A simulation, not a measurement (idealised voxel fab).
Documented hereafter: the process module known as voxel transistor to metal.
The cross-section shown here is cut; it is 190 nm wide and divided into square cells measuring 5 nm on a side.
Notation: cross-section as square-cell grid; stated in bands, top first, going down; one or more cell rows per band. Quick guide to a band line: top height, bottom height (nm) up front; then every material left to right with its width in nm. Only one material and it's marked "full width"? Then it fills the band edge to edge. And "air" just means empty space. We count height from 0. Below that, the starting wafer is all one material. The lowest band never ends at the bottom but goes on down; see "top 0, no bottom" for how that is written. Note: "30..40" means the width goes from the first number (top row of the band) to the second number (bottom row) in equal steps per row of cells. It should be understood that the words "all unchanged", when stated for a given step, signify that the cross-section underwent no change in any of its cells during that step. Under "Internal closed voids" you'll find the enclosed gaps, the ones with no way out to the top, that are 8 cells or bigger; each reads width x height at distance, with distance counted from the left edge, everything in nm. Formally, on a step line, whatever follows the settings is a remark that the simulator itself makes on the step. Each step line may optionally specify "overlay nm", which for a step with a mask gives the rightward distance between the mask's planned place and where it lay, a negative value indicating the leftward direction.

Set out below are the planned steps of the process:
- 1: RECEIVE, material Si
- 2: CONFORMAL_DEP, material SiO2, thk nm 5
- 3: CONFORMAL_DEP, material SiN, thk nm 15
- 4: MASKED_ETCH, tone cover, mask id ACTIVE, width nm 115, etch materials SiN, depth nm 15, overlay nm 0
- 5: MASKED_ETCH, tone cover, mask id ACTIVE, width nm 115, etch materials SiO2, depth nm 5, overlay nm 0
- 6: MASKED_ETCH, tone cover, mask id ACTIVE, width nm 115, etch materials Si, depth nm 20, overlay nm 0
- 7: FILL_DEP, material SiO2, thk nm 5
- 8: CMP, height nm 20
- 9: SELECTIVE_ETCH, etch materials SiO2, depth nm 10
- 10: STRIP, etch materials SiN
- 11: SELECTIVE_ETCH, etch materials SiO2, depth nm 5
- 12: OXIDIZE, depth nm 5
- 13: DIRECTIONAL_DEP, material polySi, thk nm 30
- 14: DIRECTIONAL_DEP, material SiCN, thk nm 15
- 15: DIRECTIONAL_DEP, material aC, thk nm 10
- 16: PATTERN, tone cover, mask id GATE, material resist, width nm 25, thk nm 25, overlay nm 0
- 17: DIRECTIONAL_ETCH, etch materials aC, depth nm 10
- 18: STRIP, etch materials resist
- 19: DIRECTIONAL_ETCH, etch materials SiCN, depth nm 25
- 20: DIRECTIONAL_ETCH, etch materials polySi, depth nm 40
- 21: STRIP, etch materials aC
- 22: CONFORMAL_DEP, material SiN, thk nm 5
- 23: DIRECTIONAL_ETCH, etch materials SiN, depth nm 5
- 24: DIRECTIONAL_ETCH, etch materials SiO2, depth nm 5
- 25: DIRECTIONAL_ETCH, etch materials Si, depth nm 5
- 26: EPI, material nSi, thk nm 5
- 27: FILL_DEP, material SiO2, thk nm 5
- 28: CMP, height nm 30
- 29: STRIP, etch materials polySi
- 30: SELECTIVE_ETCH, etch materials SiO2, depth nm 5
- 31: CONFORMAL_DEP, material HfO2, thk nm 5
- 32: CONFORMAL_DEP, material TiN, thk nm 5
- 33: FILL_DEP, material W, thk nm 5
- 34: CMP, height nm 25
- 35: DIRECTIONAL_DEP, material SiO2, thk nm 10
- 36: DIRECTIONAL_DEP, material aC, thk nm 15
- 37: PATTERN, tone open, mask id CONTACT, material resist, width nm 20, pitch nm 85, thk nm 35, overlay nm 0
- 38: DIRECTIONAL_ETCH, etch materials aC, depth nm 15
- 39: STRIP, etch materials resist
- 40: DIRECTIONAL_ETCH, etch materials SiO2, depth nm 40
- 41: STRIP, etch materials aC
- 42: CONFORMAL_DEP, material TiN, thk nm 5
- 43: FILL_DEP, material W, thk nm 5
- 44: CMP, height nm 35
- 45: DIRECTIONAL_DEP, material TiN, thk nm 5
- 46: DIRECTIONAL_DEP, material Ru, thk nm 25
- 47: PATTERN, tone cover, mask id METAL_1, material resist, width nm 20, pitch nm 85, thk nm 20, overlay nm 0
- 48: DIRECTIONAL_ETCH, etch materials Ru, depth nm 25
- 49: DIRECTIONAL_ETCH, etch materials TiN, depth nm 5
- 50: STRIP, etch materials resist
- 51: FILL_DEP, material lowk, thk nm 5
- 52: CMP, height nm 65
- 53: CONFORMAL_DEP, material SiCN, thk nm 5
- 54: DIRECTIONAL_DEP, material SiO2, thk nm 30
- 55: DIRECTIONAL_DEP, material aC, thk nm 15
- 56: PATTERN, tone open, mask id METAL_2, material resist, width nm 20, pitch nm 85, thk nm 30, overlay nm 0
- 57: DIRECTIONAL_ETCH, etch materials aC, depth nm 15
- 58: STRIP, etch materials resist
- 59: DIRECTIONAL_ETCH, etch materials SiO2, depth nm 15
- 60: STRIP, etch materials aC
- 61: DIRECTIONAL_DEP, material aC, thk nm 15
- 62: PATTERN, tone open, mask id METAL_2_HOLES, material resist, width nm 15, pitch nm 85, thk nm 35, overlay nm 0
- 63: DIRECTIONAL_ETCH, etch materials aC, depth nm 15
- 64: STRIP, etch materials resist
- 65: DIRECTIONAL_ETCH, etch materials SiO2, depth nm 15
- 66: DIRECTIONAL_ETCH, etch materials SiCN, depth nm 5
- 67: STRIP, etch materials aC
- 68: CONFORMAL_DEP, material TiN, thk nm 5
- 69: FILL_DEP, material Cu, thk nm 5
- 70: CMP, height nm 100
- 71: CONFORMAL_DEP, material SiCN, thk nm 5

Below: the first of two wafers, run as planned:

Step 1 complete: cross-section of the wafer as received:
- top 0, no bottom: Si full width
- Internal closed voids: none

So this is the wafer cross-section right after step 2:
- top 5, bottom 0: SiO2 full width
- Below 0, the layers are the same as they were.

So this is the wafer cross-section right after step 3:
- top 20, bottom 5: SiN full width
- Below 5, the layers are the same as they were.

So this is the wafer cross-section right after step 4:
- top 20, bottom 5: air (35), SiN (115), air (40)
- Below 5, the layers are the same as they were.

So this is the wafer cross-section right after step 5:
- top 20, bottom 5: air (35), SiN (115), air (40)
- top 5, bottom 0: air (35), SiO2 (115), air (40)
- Below 0, the layers are the same as they were.

So this is the wafer cross-section right after step 6:
- top 20, bottom 5: air (35), SiN (115), air (40)
- top 5, bottom 0: air (35), SiO2 (115), air (40)
- top 0, bottom -20: air (35), Si (115), air (40)
- Below -20, the layers are the same as they were.

So this is the wafer cross-section right after step 7:
- top 25, bottom 20: SiO2 full width
- top 20, bottom 5: SiO2 (35), SiN (115), SiO2 (40)
- top 5, bottom 0: SiO2 full width
- top 0, bottom -20: SiO2 (35), Si (115), SiO2 (40)
- Below -20, the layers are the same as they were.

So this is the wafer cross-section right after step 8:
- top 20, bottom 5: SiO2 (35), SiN (115), SiO2 (40)
- Below 5, the layers are the same as they were.

So this is the wafer cross-section right after step 9:
- top 20, bottom 10: air (35), SiN (115), air (40)
- Below 10, the layers are the same as they were.

So this is the wafer cross-section right after step 10:
- top 10, bottom 5: SiO2 (35), air (115), SiO2 (40)
- Below 5, the layers are the same as they were.

So this is the wafer cross-section right after step 11:
- top 5, bottom 0: SiO2 (30), air (125), SiO2 (35)
- Below 0, the layers are the same as they were.

So this is the wafer cross-section right after step 12:
- top 5, bottom 0: SiO2 (30), air (125), SiO2 (35)
- top 0, bottom -5: SiO2 full width
- Below -5, the layers are the same as they were.

So this is the wafer cross-section right after step 13:
- top 35, bottom 30: polySi (30), air (125), polySi (35)
- top 30, bottom 5: polySi full width
- top 5, bottom 0: SiO2 (30), polySi (125), SiO2 (35)
- Below 0, the layers are the same as they were.

So this is the wafer cross-section right after step 14:
- top 50, bottom 45: SiCN (30), air (125), SiCN (35)
- top 45, bottom 35: SiCN full width
- top 35, bottom 30: polySi (30), SiCN (125), polySi (35)
- Below 30, the layers are the same as they were.

So this is the wafer cross-section right after step 15:
- top 60, bottom 55: aC (30), air (125), aC (35)
- top 55, bottom 50: aC full width
- top 50, bottom 45: SiCN (30), aC (125), SiCN (35)
- Below 45, the layers are the same as they were.

So this is the wafer cross-section right after step 16:
- top 85, bottom 60: air (80), resist (25), air (85)
- top 60, bottom 55: aC (30), air (50), resist (25), air (50), aC (35)
- Below 55, the layers are the same as they were.

So this is the wafer cross-section right after step 17:
- top 75, bottom 55: air (80), resist (25), air (85)
- top 55, bottom 50: air (80), aC (25), air (85)
- top 50, bottom 45: SiCN (30), air (50), aC (25), air (50), SiCN (35)
- Below 45, the layers are the same as they were.

So this is the wafer cross-section right after step 18:
- top 55, bottom 50: air (80), aC (25), air (85)
- Below 50, the layers are the same as they were.

So this is the wafer cross-section right after step 19:
- top 55, bottom 45: air (80), aC (25), air (85)
- top 45, bottom 35: air (80), SiCN (25), air (85)
- top 35, bottom 30: polySi (30), air (50), SiCN (25), air (50), polySi (35)
- Below 30, the layers are the same as they were.

So this is the wafer cross-section right after step 20:
- top 55, bottom 45: air (80), aC (25), air (85)
- top 45, bottom 30: air (80), SiCN (25), air (85)
- top 30, bottom 5: air (80), polySi (25), air (85)
- top 5, bottom 0: SiO2 (30), air (50), polySi (25), air (50), SiO2 (35)
- Below 0, the layers are the same as they were.

So this is the wafer cross-section right after step 21:
- top 45, bottom 30: air (80), SiCN (25), air (85)
- Below 30, the layers are the same as they were.

So this is the wafer cross-section right after step 22:
- top 50, bottom 45: air (75), SiN (35), air (80)
- top 45, bottom 30: air (75), SiN (5), SiCN (25), SiN (5), air (80)
- top 30, bottom 10: air (75), SiN (5), polySi (25), SiN (5), air (80)
- top 10, bottom 5: SiN (35), air (40), SiN (5), polySi (25), SiN (5), air (40), SiN (40)
- top 5, bottom 0: SiO2 (30), SiN (50), polySi (25), SiN (50), SiO2 (35)
- Below 0, the layers are the same as they were.

So this is the wafer cross-section right after step 23:
- top 45, bottom 30: air (75), SiN (5), SiCN (25), SiN (5), air (80)
- top 30, bottom 5: air (75), SiN (5), polySi (25), SiN (5), air (80)
- top 5, bottom 0: SiO2 (30), SiN (5), air (40), SiN (5), polySi (25), SiN (5), air (40), SiN (5), SiO2 (35)
- Below 0, the layers are the same as they were.

So this is the wafer cross-section right after step 24:
- top 45, bottom 30: air (75), SiN (5), SiCN (25), SiN (5), air (80)
- top 30, bottom 5: air (75), SiN (5), polySi (25), SiN (5), air (80)
- top 5, bottom 0: air (30), SiN (5), air (40), SiN (5), polySi (25), SiN (5), air (40), SiN (5), air (35)
- top 0, bottom -5: SiO2 (35), air (40), SiO2 (35), air (40), SiO2 (40)
- Below -5, the layers are the same as they were.

So this is the wafer cross-section right after step 25:
- top 45, bottom 30: air (75), SiN (5), SiCN (25), SiN (5), air (80)
- top 30, bottom 5: air (75), SiN (5), polySi (25), SiN (5), air (80)
- top 5, bottom 0: air (30), SiN (5), air (40), SiN (5), polySi (25), SiN (5), air (40), SiN (5), air (35)
- top 0, bottom -5: SiO2 (35), air (40), SiO2 (35), air (40), SiO2 (40)
- top -5, bottom -10: SiO2 (35), air (40), Si (35), air (40), SiO2 (40)
- Below -10, the layers are the same as they were.

So this is the wafer cross-section right after step 26:
- top 45, bottom 30: air (75), SiN (5), SiCN (25), SiN (5), air (80)
- top 30, bottom 5: air (75), SiN (5), polySi (25), SiN (5), air (80)
- top 5, bottom 0: air (30), SiN (5), air (40), SiN (5), polySi (25), SiN (5), air (40), SiN (5), air (35)
- top 0, bottom -5: SiO2 (35), air (35), nSi (5), SiO2 (35), nSi (5), air (35), SiO2 (40)
- top -5, bottom -10: SiO2 (35), nSi (40), Si (35), nSi (40), SiO2 (40)
- Below -10, the layers are the same as they were.

So this is the wafer cross-section right after step 27:
- top 50, bottom 45: SiO2 full width
- top 45, bottom 30: SiO2 (75), SiN (5), SiCN (25), SiN (5), SiO2 (80)
- top 30, bottom 5: SiO2 (75), SiN (5), polySi (25), SiN (5), SiO2 (80)
- top 5, bottom 0: SiO2 (30), SiN (5), SiO2 (40), SiN (5), polySi (25), SiN (5), SiO2 (40), SiN (5), SiO2 (35)
- top 0, bottom -5: SiO2 (70), nSi (5), SiO2 (35), nSi (5), SiO2 (75)
- Below -5, the layers are the same as they were.

So this is the wafer cross-section right after step 28:
- top 30, bottom 5: SiO2 (75), SiN (5), polySi (25), SiN (5), SiO2 (80)
- Below 5, the layers are the same as they were.

So this is the wafer cross-section right after step 29:
- top 30, bottom 5: SiO2 (75), SiN (5), air (25), SiN (5), SiO2 (80)
- top 5, bottom 0: SiO2 (30), SiN (5), SiO2 (40), SiN (5), air (25), SiN (5), SiO2 (40), SiN (5), SiO2 (35)
- Below 0, the layers are the same as they were.

So this is the wafer cross-section right after step 30:
- top 30, bottom 25: air (75), SiN (5), air (25), SiN (5), air (80)
- top 25, bottom 5: SiO2 (75), SiN (5), air (25), SiN (5), SiO2 (80)
- top 5, bottom 0: SiO2 (30), SiN (5), SiO2 (40), SiN (5), air (25), SiN (5), SiO2 (40), SiN (5), SiO2 (35)
- top 0, bottom -5: SiO2 (70), nSi (5), air (35), nSi (5), SiO2 (75)
- Below -5, the layers are the same as they were.

So this is the wafer cross-section right after step 31:
- top 35, bottom 30: air (70), HfO2 (15), air (15), HfO2 (15), air (75)
- top 30, bottom 25: HfO2 (75), SiN (5), HfO2 (5), air (15), HfO2 (5), SiN (5), HfO2 (80)
- top 25, bottom 5: SiO2 (75), SiN (5), HfO2 (5), air (15), HfO2 (5), SiN (5), SiO2 (80)
- top 5, bottom 0: SiO2 (30), SiN (5), SiO2 (40), SiN (5), HfO2 (5), air (15), HfO2 (5), SiN (5), SiO2 (40), SiN (5), SiO2 (35)
- top 0, bottom -5: SiO2 (70), nSi (5), HfO2 (35), nSi (5), SiO2 (75)
- Below -5, the layers are the same as they were.

So this is the wafer cross-section right after step 32:
- top 40, bottom 35: air (65), TiN (25), air (5), TiN (25), air (70)
- top 35, bottom 30: TiN (70), HfO2 (15), TiN (5), air (5), TiN (5), HfO2 (15), TiN (75)
- top 30, bottom 25: HfO2 (75), SiN (5), HfO2 (5), TiN (5), air (5), TiN (5), HfO2 (5), SiN (5), HfO2 (80)
- top 25, bottom 5: SiO2 (75), SiN (5), HfO2 (5), TiN (5), air (5), TiN (5), HfO2 (5), SiN (5), SiO2 (80)
- top 5, bottom 0: SiO2 (30), SiN (5), SiO2 (40), SiN (5), HfO2 (5), TiN (15), HfO2 (5), SiN (5), SiO2 (40), SiN (5), SiO2 (35)
- Below 0, the layers are the same as they were.

So this is the wafer cross-section right after step 33:
- top 45, bottom 40: W full width
- top 40, bottom 35: W (65), TiN (25), W (5), TiN (25), W (70)
- top 35, bottom 30: TiN (70), HfO2 (15), TiN (5), W (5), TiN (5), HfO2 (15), TiN (75)
- top 30, bottom 25: HfO2 (75), SiN (5), HfO2 (5), TiN (5), W (5), TiN (5), HfO2 (5), SiN (5), HfO2 (80)
- top 25, bottom 5: SiO2 (75), SiN (5), HfO2 (5), TiN (5), W (5), TiN (5), HfO2 (5), SiN (5), SiO2 (80)
- Below 5, the layers are the same as they were.

So this is the wafer cross-section right after step 34:
- top 25, bottom 5: SiO2 (75), SiN (5), HfO2 (5), TiN (5), W (5), TiN (5), HfO2 (5), SiN (5), SiO2 (80)
- Below 5, the layers are the same as they were.

So this is the wafer cross-section right after step 35:
- top 35, bottom 25: SiO2 full width
- Below 25, the layers are the same as they were.

So this is the wafer cross-section right after step 36:
- top 50, bottom 35: aC full width
- Below 35, the layers are the same as they were.

So this is the wafer cross-section right after step 37:
- top 85, bottom 50: resist (40), air (20), resist (65), air (20), resist (45)
- Below 50, the layers are the same as they were.

So this is the wafer cross-section right after step 38:
- top 70, bottom 50: resist (40), air (20), resist (65), air (20), resist (45)
- top 50, bottom 35: aC (40), air (20), aC (65), air (20), aC (45)
- Below 35, the layers are the same as they were.

So this is the wafer cross-section right after step 39:
- top 50, bottom 35: aC (40), air (20), aC (65), air (20), aC (45)
- Below 35, the layers are the same as they were.

So this is the wafer cross-section right after step 40:
- top 50, bottom 35: aC (40), air (20), aC (65), air (20), aC (45)
- top 35, bottom 25: SiO2 (40), air (20), SiO2 (65), air (20), SiO2 (45)
- top 25, bottom 5: SiO2 (40), air (20), SiO2 (15), SiN (5), HfO2 (5), TiN (5), W (5), TiN (5), HfO2 (5), SiN (5), SiO2 (15), air (20), SiO2 (45)
- top 5, bottom 0: SiO2 (30), SiN (5), SiO2 (5), air (20), SiO2 (15), SiN (5), HfO2 (5), TiN (15), HfO2 (5), SiN (5), SiO2 (15), air (20), SiO2 (5), SiN (5), SiO2 (35)
- top 0, bottom -5: SiO2 (40), air (20), SiO2 (10), nSi (5), HfO2 (35), nSi (5), SiO2 (10), air (20), SiO2 (45)
- Below -5, the layers are the same as they were.

So this is the wafer cross-section right after step 41:
- top 35, bottom 25: SiO2 (40), air (20), SiO2 (65), air (20), SiO2 (45)
- Below 25, the layers are the same as they were.

So this is the wafer cross-section right after step 42:
- top 40, bottom 35: TiN (45), air (10), TiN (75), air (10), TiN (50)
- top 35, bottom 25: SiO2 (40), TiN (5), air (10), TiN (5), SiO2 (65), TiN (5), air (10), TiN (5), SiO2 (45)
- top 25, bottom 5: SiO2 (40), TiN (5), air (10), TiN (5), SiO2 (15), SiN (5), HfO2 (5), TiN (5), W (5), TiN (5), HfO2 (5), SiN (5), SiO2 (15), TiN (5), air (10), TiN (5), SiO2 (45)
- top 5, bottom 0: SiO2 (30), SiN (5), SiO2 (5), TiN (5), air (10), TiN (5), SiO2 (15), SiN (5), HfO2 (5), TiN (15), HfO2 (5), SiN (5), SiO2 (15), TiN (5), air (10), TiN (5), SiO2 (5), SiN (5), SiO2 (35)
- top 0, bottom -5: SiO2 (40), TiN (20), SiO2 (10), nSi (5), HfO2 (35), nSi (5), SiO2 (10), TiN (20), SiO2 (45)
- Below -5, the layers are the same as they were.

So this is the wafer cross-section right after step 43:
- top 45, bottom 40: W full width
- top 40, bottom 35: TiN (45), W (10), TiN (75), W (10), TiN (50)
- top 35, bottom 25: SiO2 (40), TiN (5), W (10), TiN (5), SiO2 (65), TiN (5), W (10), TiN (5), SiO2 (45)
- top 25, bottom 5: SiO2 (40), TiN (5), W (10), TiN (5), SiO2 (15), SiN (5), HfO2 (5), TiN (5), W (5), TiN (5), HfO2 (5), SiN (5), SiO2 (15), TiN (5), W (10), TiN (5), SiO2 (45)
- top 5, bottom 0: SiO2 (30), SiN (5), SiO2 (5), TiN (5), W (10), TiN (5), SiO2 (15), SiN (5), HfO2 (5), TiN (15), HfO2 (5), SiN (5), SiO2 (15), TiN (5), W (10), TiN (5), SiO2 (5), SiN (5), SiO2 (35)
- Below 0, the layers are the same as they were.

So this is the wafer cross-section right after step 44:
- top 35, bottom 25: SiO2 (40), TiN (5), W (10), TiN (5), SiO2 (65), TiN (5), W (10), TiN (5), SiO2 (45)
- Below 25, the layers are the same as they were.

So this is the wafer cross-section right after step 45:
- top 40, bottom 35: TiN full width
- Below 35, the layers are the same as they were.

So this is the wafer cross-section right after step 46:
- top 65, bottom 40: Ru full width
- Below 40, the layers are the same as they were.

So this is the wafer cross-section right after step 47:
- top 85, bottom 65: air (40), resist (20), air (65), resist (20), air (45)
- Below 65, the layers are the same as they were.

So this is the wafer cross-section right after step 48:
- top 85, bottom 65: air (40), resist (20), air (65), resist (20), air (45)
- top 65, bottom 40: air (40), Ru (20), air (65), Ru (20), air (45)
- Below 40, the layers are the same as they were.

So this is the wafer cross-section right after step 49:
- top 85, bottom 65: air (40), resist (20), air (65), resist (20), air (45)
- top 65, bottom 40: air (40), Ru (20), air (65), Ru (20), air (45)
- top 40, bottom 35: air (40), TiN (20), air (65), TiN (20), air (45)
- Below 35, the layers are the same as they were.

So this is the wafer cross-section right after step 50:
- top 65, bottom 40: air (40), Ru (20), air (65), Ru (20), air (45)
- Below 40, the layers are the same as they were.

So this is the wafer cross-section right after step 51:
- top 70, bottom 65: lowk full width
- top 65, bottom 40: lowk (40), Ru (20), lowk (65), Ru (20), lowk (45)
- top 40, bottom 35: lowk (40), TiN (20), lowk (65), TiN (20), lowk (45)
- Below 35, the layers are the same as they were.

So this is the wafer cross-section right after step 52:
- top 65, bottom 40: lowk (40), Ru (20), lowk (65), Ru (20), lowk (45)
- Below 40, the layers are the same as they were.

So this is the wafer cross-section right after step 53:
- top 70, bottom 65: SiCN full width
- Below 65, the layers are the same as they were.

So this is the wafer cross-section right after step 54:
- top 100, bottom 70: SiO2 full width
- Below 70, the layers are the same as they were.

So this is the wafer cross-section right after step 55:
- top 115, bottom 100: aC full width
- Below 100, the layers are the same as they were.

So this is the wafer cross-section right after step 56:
- top 145, bottom 115: resist (40), air (20), resist (65), air (20), resist (45)
- Below 115, the layers are the same as they were.

So this is the wafer cross-section right after step 57:
- top 130, bottom 115: resist (40), air (20), resist (65), air (20), resist (45)
- top 115, bottom 100: aC (40), air (20), aC (65), air (20), aC (45)
- Below 100, the layers are the same as they were.

So this is the wafer cross-section right after step 58:
- top 115, bottom 100: aC (40), air (20), aC (65), air (20), aC (45)
- Below 100, the layers are the same as they were.

So this is the wafer cross-section right after step 59:
- top 115, bottom 100: aC (40), air (20), aC (65), air (20), aC (45)
- top 100, bottom 85: SiO2 (40), air (20), SiO2 (65), air (20), SiO2 (45)
- Below 85, the layers are the same as they were.

So this is the wafer cross-section right after step 60:
- top 100, bottom 85: SiO2 (40), air (20), SiO2 (65), air (20), SiO2 (45)
- Below 85, the layers are the same as they were.

So this is the wafer cross-section right after step 61:
- top 115, bottom 100: aC (40), air (20), aC (65), air (20), aC (45)
- top 100, bottom 85: SiO2 (40), aC (20), SiO2 (65), aC (20), SiO2 (45)
- Below 85, the layers are the same as they were.

So this is the wafer cross-section right after step 62:
- top 150, bottom 115: resist (40), air (15), resist (70), air (15), resist (50)
- top 115, bottom 100: aC (40), air (15), resist (5), aC (65), air (15), resist (5), aC (45)
- Below 100, the layers are the same as they were.

So this is the wafer cross-section right after step 63:
- top 135, bottom 115: resist (40), air (15), resist (70), air (15), resist (50)
- top 115, bottom 100: aC (40), air (15), resist (5), aC (65), air (15), resist (5), aC (45)
- top 100, bottom 85: SiO2 (40), air (15), aC (5), SiO2 (65), air (15), aC (5), SiO2 (45)
- Below 85, the layers are the same as they were.

So this is the wafer cross-section right after step 64:
- top 115, bottom 100: aC (40), air (20), aC (65), air (20), aC (45)
- Below 100, the layers are the same as they were.

So this is the wafer cross-section right after step 65:
- top 115, bottom 100: aC (40), air (20), aC (65), air (20), aC (45)
- top 100, bottom 85: SiO2 (40), air (15), aC (5), SiO2 (65), air (15), aC (5), SiO2 (45)
- top 85, bottom 70: SiO2 (40), air (15), SiO2 (70), air (15), SiO2 (50)
- Below 70, the layers are the same as they were.

So this is the wafer cross-section right after step 66:
- top 115, bottom 100: aC (40), air (20), aC (65), air (20), aC (45)
- top 100, bottom 85: SiO2 (40), air (15), aC (5), SiO2 (65), air (15), aC (5), SiO2 (45)
- top 85, bottom 70: SiO2 (40), air (15), SiO2 (70), air (15), SiO2 (50)
- top 70, bottom 65: SiCN (40), air (15), SiCN (70), air (15), SiCN (50)
- Below 65, the layers are the same as they were.

So this is the wafer cross-section right after step 67:
- top 100, bottom 85: SiO2 (40), air (20), SiO2 (65), air (20), SiO2 (45)
- Below 85, the layers are the same as they were.

So this is the wafer cross-section right after step 68:
- top 105, bottom 100: TiN (45), air (10), TiN (75), air (10), TiN (50)
- top 100, bottom 90: SiO2 (40), TiN (5), air (10), TiN (5), SiO2 (65), TiN (5), air (10), TiN (5), SiO2 (45)
- top 90, bottom 85: SiO2 (40), TiN (5), air (5), TiN (10), SiO2 (65), TiN (5), air (5), TiN (10), SiO2 (45)
- top 85, bottom 70: SiO2 (40), TiN (5), air (5), TiN (5), SiO2 (70), TiN (5), air (5), TiN (5), SiO2 (50)
- top 70, bottom 65: SiCN (40), TiN (15), SiCN (70), TiN (15), SiCN (50)
- Below 65, the layers are the same as they were.

So this is the wafer cross-section right after step 69:
- top 110, bottom 105: Cu full width
- top 105, bottom 100: TiN (45), Cu (10), TiN (75), Cu (10), TiN (50)
- top 100, bottom 90: SiO2 (40), TiN (5), Cu (10), TiN (5), SiO2 (65), TiN (5), Cu (10), TiN (5), SiO2 (45)
- top 90, bottom 85: SiO2 (40), TiN (5), Cu (5), TiN (10), SiO2 (65), TiN (5), Cu (5), TiN (10), SiO2 (45)
- top 85, bottom 70: SiO2 (40), TiN (5), Cu (5), TiN (5), SiO2 (70), TiN (5), Cu (5), TiN (5), SiO2 (50)
- Below 70, the layers are the same as they were.

So this is the wafer cross-section right after step 70:
- top 100, bottom 90: SiO2 (40), TiN (5), Cu (10), TiN (5), SiO2 (65), TiN (5), Cu (10), TiN (5), SiO2 (45)
- Below 90, the layers are the same as they were.

So this is the wafer cross-section right after step 71:
- top 105, bottom 100: SiCN full width
- Below 100, the layers are the same as they were.

Okay, second wafer. Nothing different at the start, nothing different in the plan, just one mistake somewhere in the running. As far as step 58, counting that step, it's the first wafer all over again:

What the second wafer looks like in cross-section when step 59 should have wrapped up:
- top 115, bottom 100: aC (40), air (20), aC (65), air (20), aC (45)
- top 100, bottom 70: SiO2 (40), air (20), SiO2 (65), air (20), SiO2 (45)
- Below 70, the layers are the same as they were.

What the second wafer looks like in cross-section when step 60 should have wrapped up:
- top 100, bottom 70: SiO2 (40), air (20), SiO2 (65), air (20), SiO2 (45)
- Below 70, the layers are the same as they were.

What the second wafer looks like in cross-section when step 61 should have wrapped up:
- top 115, bottom 100: aC (40), air (20), aC (65), air (20), aC (45)
- top 100, bottom 85: SiO2 (40), air (20), SiO2 (65), air (20), SiO2 (45)
- top 85, bottom 70: SiO2 (40), aC (20), SiO2 (65), aC (20), SiO2 (45)
- Below 70, the layers are the same as they were.

What the second wafer looks like in cross-section when step 62 should have wrapped up:
- top 150, bottom 115: resist (40), air (15), resist (70), air (15), resist (50)
- top 115, bottom 100: aC (40), air (15), resist (5), aC (65), air (15), resist (5), aC (45)
- top 100, bottom 85: SiO2 (40), air (15), resist (5), SiO2 (65), air (15), resist (5), SiO2 (45)
- Below 85, the layers are the same as they were.

What the second wafer looks like in cross-section when step 63 should have wrapped up:
- top 135, bottom 115: resist (40), air (15), resist (70), air (15), resist (50)
- top 115, bottom 100: aC (40), air (15), resist (5), aC (65), air (15), resist (5), aC (45)
- top 100, bottom 85: SiO2 (40), air (15), resist (5), SiO2 (65), air (15), resist (5), SiO2 (45)
- top 85, bottom 70: SiO2 (40), air (15), aC (5), SiO2 (65), air (15), aC (5), SiO2 (45)
- Below 70, the layers are the same as they were.

What the second wafer looks like in cross-section when step 64 should have wrapped up:
- top 115, bottom 100: aC (40), air (20), aC (65), air (20), aC (45)
- top 100, bottom 85: SiO2 (40), air (20), SiO2 (65), air (20), SiO2 (45)
- Below 85, the layers are the same as they were.

What the second wafer looks like in cross-section when step 65 should have wrapped up: all unchanged

What the second wafer looks like in cross-section when step 66 should have wrapped up:
- top 115, bottom 100: aC (40), air (20), aC (65), air (20), aC (45)
- top 100, bottom 85: SiO2 (40), air (20), SiO2 (65), air (20), SiO2 (45)
- top 85, bottom 70: SiO2 (40), air (15), aC (5), SiO2 (65), air (15), aC (5), SiO2 (45)
- top 70, bottom 65: SiCN (40), air (15), SiCN (70), air (15), SiCN (50)
- Below 65, the layers are the same as they were.

What the second wafer looks like in cross-section when step 67 should have wrapped up:
- top 100, bottom 70: SiO2 (40), air (20), SiO2 (65), air (20), SiO2 (45)
- Below 70, the layers are the same as they were.

What the second wafer looks like in cross-section when step 68 should have wrapped up:
- top 105, bottom 100: TiN (45), air (10), TiN (75), air (10), TiN (50)
- top 100, bottom 75: SiO2 (40), TiN (5), air (10), TiN (5), SiO2 (65), TiN (5), air (10), TiN (5), SiO2 (45)
- top 75, bottom 70: SiO2 (40), TiN (5), air (5), TiN (10), SiO2 (65), TiN (5), air (5), TiN (10), SiO2 (45)
- top 70, bottom 65: SiCN (40), TiN (15), SiCN (70), TiN (15), SiCN (50)
- Below 65, the layers are the same as they were.

What the second wafer looks like in cross-section when step 69 should have wrapped up:
- top 110, bottom 105: Cu full width
- top 105, bottom 100: TiN (45), Cu (10), TiN (75), Cu (10), TiN (50)
- top 100, bottom 75: SiO2 (40), TiN (5), Cu (10), TiN (5), SiO2 (65), TiN (5), Cu (10), TiN (5), SiO2 (45)
- top 75, bottom 70: SiO2 (40), TiN (5), Cu (5), TiN (10), SiO2 (65), TiN (5), Cu (5), TiN (10), SiO2 (45)
- Below 70, the layers are the same as they were.

What the second wafer looks like in cross-section when step 70 should have wrapped up:
- top 100, bottom 75: SiO2 (40), TiN (5), Cu (10), TiN (5), SiO2 (65), TiN (5), Cu (10), TiN (5), SiO2 (45)
- Below 75, the layers are the same as they were.

What the second wafer looks like in cross-section when step 71 should have wrapped up:
- top 105, bottom 100: SiCN full width
- Below 100, the layers are the same as they were.
Want to know what went wrong? step 59 in the plan was executed twice
The second wafer ends with more or fewer cells of some materials than the first, per final count: +6 Cu | -6 SiO2
